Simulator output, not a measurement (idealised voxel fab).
process module | voxel local oxidation
cross-section cut | 240 nm wide | cells 5 nm
A cross-section is a grid of square cells, given in bands from the top down. A band is one or more rows of cells.
Each band's line starts with the height of the band's top and of its bottom, in nm. Then come its materials from left to right, each with its width in nm. One material with "throughout" fills the band from edge to edge. "air" is empty space.
Height 0 is the level under which the wafer as received is all one material. The lowest band goes on downwards, as in "0 down".
A width such as "30 to 40" changes by the same amount from each row of cells to the next, from the band's top row to its bottom row.
"no change" after a step means that no cell of the cross-section changed.
closed voids: empty space of 8 cells or more with no open way to the top, each as width x height at its distance from the left edge, in nm
after a step's settings: what the simulator itself notes on the step
overlay nm, on a step with a mask: how far to the right of its planned place the mask lay; to the left if negative
Each pair below shows a cross-section before one step and the cross-section after it, down to the lowest band that changed. The line under each pair gives the step between them, with its settings. The pairs can come from different runs of this module on the same starting wafer, so a pair continues from the pair above only where its "before" says so.
before
  0 down: Si throughout
  closed voids: none
after
  5 to 0: SiO2 throughout
  below 0: unchanged
  closed voids: none
the step between: op CONFORMAL_DEP | material SiO2 | thk nm 5
before: the cross-section after the pair above
after
  15 to 5: SiN throughout
  below 5: unchanged
  closed voids: none
the step between: op CONFORMAL_DEP | material SiN | thk nm 10
before: the cross-section after the pair above
after
  30 to 15: aC throughout
  below 15: unchanged
  closed voids: none
the step between: op DIRECTIONAL_DEP | material aC | thk nm 15
before: the cross-section after the pair above
after
  65 to 30: air 75 | resist 90 | air 75
  below 30: unchanged
  closed voids: none
the step between: op PATTERN | tone cover | mask id ACTIVE | material resist | width nm 90 | thk nm 35 | overlay nm 0
before: the cross-section after the pair above
after
  50 to 30: air 75 | resist 90 | air 75
  30 to 15: air 75 | aC 90 | air 75
  below 15: unchanged
  closed voids: none
the step between: op DIRECTIONAL_ETCH | etch materials aC | depth nm 15
before: the cross-section after the pair above
after
  30 to 15: air 75 | aC 90 | air 75
  below 15: unchanged
  closed voids: none
the step between: op STRIP | etch materials resist
before: the cross-section after the pair above
after
  30 to 15: air 75 | aC 90 | air 75
  15 to 5: air 75 | SiN 90 | air 75
  below 5: unchanged
  closed voids: none
the step between: op DIRECTIONAL_ETCH | etch materials SiN | depth nm 10
before: the cross-section after the pair above
after
  15 to 5: air 75 | SiN 90 | air 75
  below 5: unchanged
  closed voids: none
the step between: op STRIP | etch materials aC
before: the cross-section after the pair above
after
  15 to 5: air 75 | SiN 90 | air 75
  5 to 0: air 80 | SiO2 80 | air 80
  below 0: unchanged
  closed voids: none
the step between: op SELECTIVE_ETCH | etch materials SiO2 | depth nm 5
before: the cross-section after the pair above
after
  15 to 5: air 75 | SiN 90 | air 75
  5 to 0: air 80 | SiO2 80 | air 80
  0 to -15: SiO2 95 | Si 50 | SiO2 95
  below -15: unchanged
  closed voids: none
the step between: op OXIDIZE | depth nm 15
before: the cross-section after the pair above
after
  5 to 0: air 80 | SiO2 80 | air 80
  below 0: unchanged
  closed voids: none
the step between: op STRIP | etch materials SiN
before
  0 down: Si throughout
  closed voids: none
after
  10 to 0: SiN throughout
  below 0: unchanged
  closed voids: none
the step between: op CONFORMAL_DEP | material SiN | thk nm 10
before: the cross-section after the pair above
after
  25 to 10: aC throughout
  below 10: unchanged
  closed voids: none
the step between: op DIRECTIONAL_DEP | material aC | thk nm 15
before: the cross-section after the pair above
after
  60 to 25: air 75 | resist 90 | air 75
  below 25: unchanged
  closed voids: none
the step between: op PATTERN | tone cover | mask id ACTIVE | material resist | width nm 90 | thk nm 35 | overlay nm 0
before: the cross-section after the pair above
after
  45 to 25: air 75 | resist 90 | air 75
  25 to 10: air 75 | aC 90 | air 75
  below 10: unchanged
  closed voids: none
the step between: op DIRECTIONAL_ETCH | etch materials aC | depth nm 15
before: the cross-section after the pair above
after
  25 to 10: air 75 | aC 90 | air 75
  below 10: unchanged
  closed voids: none
the step between: op STRIP | etch materials resist
before: the cross-section after the pair above
after
  25 to 10: air 75 | aC 90 | air 75
  10 to 0: air 75 | SiN 90 | air 75
  below 0: unchanged
  closed voids: none
the step between: op DIRECTIONAL_ETCH | etch materials SiN | depth nm 10
before: the cross-section after the pair above
after
  10 to 0: air 75 | SiN 90 | air 75
  below 0: unchanged
  closed voids: none
the step between: op STRIP | etch materials aC
before: the cross-section after the pair above
after
  10 to 0: air 75 | SiN 90 | air 75
  0 to -15: SiO2 90 | Si 60 | SiO2 90
  below -15: unchanged
  closed voids: none
the step between: op OXIDIZE | depth nm 15
before: the cross-section after the pair above
after
  0 to -15: SiO2 90 | Si 60 | SiO2 90
  below -15: unchanged
  closed voids: none
the step between: op STRIP | etch materials SiN
before
  50 to 30: air 75 | resist 90 | air 75
  30 to 15: air 75 | aC 90 | air 75
  15 to 5: SiN throughout
  5 to 0: SiO2 throughout
  0 down: Si throughout
  closed voids: none
after
  50 to 30: air 75 | resist 90 | air 75
  30 to 15: air 75 | aC 90 | air 75
  15 to 5: air 75 | SiN 90 | air 75
  below 5: unchanged
  closed voids: none
the step between: op DIRECTIONAL_ETCH | etch materials SiN | depth nm 10
before: the cross-section after the pair above
after
  30 to 15: air 75 | aC 90 | air 75
  below 15: unchanged
  closed voids: none
the step between: op STRIP | etch materials resist
before
  15 to 5: air 75 | SiN 90 | air 75
  5 to 0: air 80 | SiO2 80 | air 80
  0 down: Si throughout
  closed voids: none
after
  15 to 5: air 75 | SiN 90 | air 75
  5 to 0: air 80 | SiO2 80 | air 80
  0 to -10: SiO2 90 | Si 60 | SiO2 90
  below -10: unchanged
  closed voids: none
the step between: op OXIDIZE | depth nm 10
before: the cross-section after the pair above
after
  5 to 0: air 80 | SiO2 80 | air 80
  below 0: unchanged
  closed voids: none
the step between: op STRIP | etch materials SiN
before
  30 to 15: aC throughout
  15 to 5: SiN throughout
  5 to 0: SiO2 throughout
  0 down: Si throughout
  closed voids: none
after
  65 to 30: air 70 | resist 100 | air 70
  below 30: unchanged
  closed voids: none
the step between: op PATTERN | tone cover | mask id ACTIVE | material resist | width nm 100 | thk nm 35 | overlay nm 0
before: the cross-section after the pair above
after
  50 to 30: air 70 | resist 100 | air 70
  30 to 15: air 70 | aC 100 | air 70
  below 15: unchanged
  closed voids: none
the step between: op DIRECTIONAL_ETCH | etch materials aC | depth nm 15
before: the cross-section after the pair above
after
  30 to 15: air 70 | aC 100 | air 70
  below 15: unchanged
  closed voids: none
the step between: op STRIP | etch materials resist
before: the cross-section after the pair above
after
  30 to 15: air 70 | aC 100 | air 70
  15 to 5: air 70 | SiN 100 | air 70
  below 5: unchanged
  closed voids: none
the step between: op DIRECTIONAL_ETCH | etch materials SiN | depth nm 10
before: the cross-section after the pair above
after
  15 to 5: air 70 | SiN 100 | air 70
  below 5: unchanged
  closed voids: none
the step between: op STRIP | etch materials aC
before: the cross-section after the pair above
after
  15 to 5: air 70 | SiN 100 | air 70
  5 to 0: air 75 | SiO2 90 | air 75
  below 0: unchanged
  closed voids: none
the step between: op SELECTIVE_ETCH | etch materials SiO2 | depth nm 5
before: the cross-section after the pair above
after
  15 to 5: air 70 | SiN 100 | air 70
  5 to 0: air 75 | SiO2 90 | air 75
  0 to -15: SiO2 90 | Si 60 | SiO2 90
  below -15: unchanged
  closed voids: none
the step between: op OXIDIZE | depth nm 15
before: the cross-section after the pair above
after
  5 to 0: air 75 | SiO2 90 | air 75
  below 0: unchanged
  closed voids: none
the step between: op STRIP | etch materials SiN
before
  30 to 15: aC throughout
  15 to 5: SiN throughout
  5 to 0: SiO2 throughout
  0 down: Si throughout
  closed voids: none
after
  65 to 30: air 80 | resist 90 | air 70
  below 30: unchanged
  closed voids: none
the step between: op PATTERN | tone cover | mask id ACTIVE | material resist | width nm 90 | thk nm 35 | overlay nm 5
before: the cross-section after the pair above
after
  50 to 30: air 80 | resist 90 | air 70
  30 to 15: air 80 | aC 90 | air 70
  below 15: unchanged
  closed voids: none
the step between: op DIRECTIONAL_ETCH | etch materials aC | depth nm 15
before: the cross-section after the pair above
after
  30 to 15: air 80 | aC 90 | air 70
  below 15: unchanged
  closed voids: none
the step between: op STRIP | etch materials resist
before: the cross-section after the pair above
after
  30 to 15: air 80 | aC 90 | air 70
  15 to 5: air 80 | SiN 90 | air 70
  below 5: unchanged
  closed voids: none
the step between: op DIRECTIONAL_ETCH | etch materials SiN | depth nm 10
before: the cross-section after the pair above
after
  15 to 5: air 80 | SiN 90 | air 70
  below 5: unchanged
  closed voids: none
the step between: op STRIP | etch materials aC
before: the cross-section after the pair above
after
  15 to 5: air 80 | SiN 90 | air 70
  5 to 0: air 85 | SiO2 80 | air 75
  below 0: unchanged
  closed voids: none
the step between: op SELECTIVE_ETCH | etch materials SiO2 | depth nm 5
before: the cross-section after the pair above
after
  15 to 5: air 80 | SiN 90 | air 70
  5 to 0: air 85 | SiO2 80 | air 75
  0 to -15: SiO2 100 | Si 50 | SiO2 90
  below -15: unchanged
  closed voids: none
the step between: op OXIDIZE | depth nm 15
before: the cross-section after the pair above
after
  5 to 0: air 85 | SiO2 80 | air 75
  below 0: unchanged
  closed voids: none
the step between: op STRIP | etch materials SiN
before
  15 to 5: SiN throughout
  5 to 0: SiO2 throughout
  0 down: Si throughout
  closed voids: none
after
  30 to 15: SiO2 throughout
  below 15: unchanged
  closed voids: none
the step between: op DIRECTIONAL_DEP | material SiO2 | thk nm 15
before: the cross-section after the pair above
after
  65 to 30: air 75 | resist 90 | air 75
  below 30: unchanged
  closed voids: none
the step between: op PATTERN | tone cover | mask id ACTIVE | material resist | width nm 90 | thk nm 35 | overlay nm 0
before: the cross-section after the pair above
after
  50 to 30: air 75 | resist 90 | air 75
  below 30: unchanged
  closed voids: none
the step between: op DIRECTIONAL_ETCH | etch materials aC | depth nm 15
before: the cross-section after the pair above
after
  30 to 15: SiO2 throughout
  below 15: unchanged
  closed voids: none
the step between: op STRIP | etch materials resist
before: the cross-section after the pair above
after
  25 to 15: SiO2 throughout
  below 15: unchanged
  closed voids: none
the step between: op SELECTIVE_ETCH | etch materials SiO2 | depth nm 5
before
  30 to 15: aC throughout
  15 to 5: SiN throughout
  5 to 0: SiO2 throughout
  0 down: Si throughout
  closed voids: none
after
  65 to 30: resist 75 | air 90 | resist 75
  below 30: unchanged
  closed voids: none
the step between: op PATTERN | tone open | mask id ACTIVE | material resist | width nm 90 | thk nm 35 | overlay nm 0
before: the cross-section after the pair above
after
  50 to 30: resist 75 | air 90 | resist 75
  30 to 15: aC 75 | air 90 | aC 75
  below 15: unchanged
  closed voids: none
the step between: op DIRECTIONAL_ETCH | etch materials aC | depth nm 15
before: the cross-section after the pair above
after
  30 to 15: aC 75 | air 90 | aC 75
  below 15: unchanged
  closed voids: none
the step between: op STRIP | etch materials resist
before: the cross-section after the pair above
after
  30 to 15: aC 75 | air 90 | aC 75
  15 to 5: SiN 75 | air 90 | SiN 75
  below 5: unchanged
  closed voids: none
the step between: op DIRECTIONAL_ETCH | etch materials SiN | depth nm 10
before: the cross-section after the pair above
after
  15 to 5: SiN 75 | air 90 | SiN 75
  below 5: unchanged
  closed voids: none
the step between: op STRIP | etch materials aC
before: the cross-section after the pair above
after
  15 to 5: SiN 75 | air 90 | SiN 75
  5 to 0: SiO2 70 | air 100 | SiO2 70
  below 0: unchanged
  closed voids: none
the step between: op SELECTIVE_ETCH | etch materials SiO2 | depth nm 5
before: the cross-section after the pair above
after
  15 to 5: SiN 75 | air 90 | SiN 75
  5 to 0: SiO2 70 | air 100 | SiO2 70
  0 to -15: Si 55 | SiO2 130 | Si 55
  below -15: unchanged
  closed voids: none
the step between: op OXIDIZE | depth nm 15
before: the cross-section after the pair above
after
  5 to 0: SiO2 70 | air 100 | SiO2 70
  below 0: unchanged
  closed voids: none
the step between: op STRIP | etch materials SiN
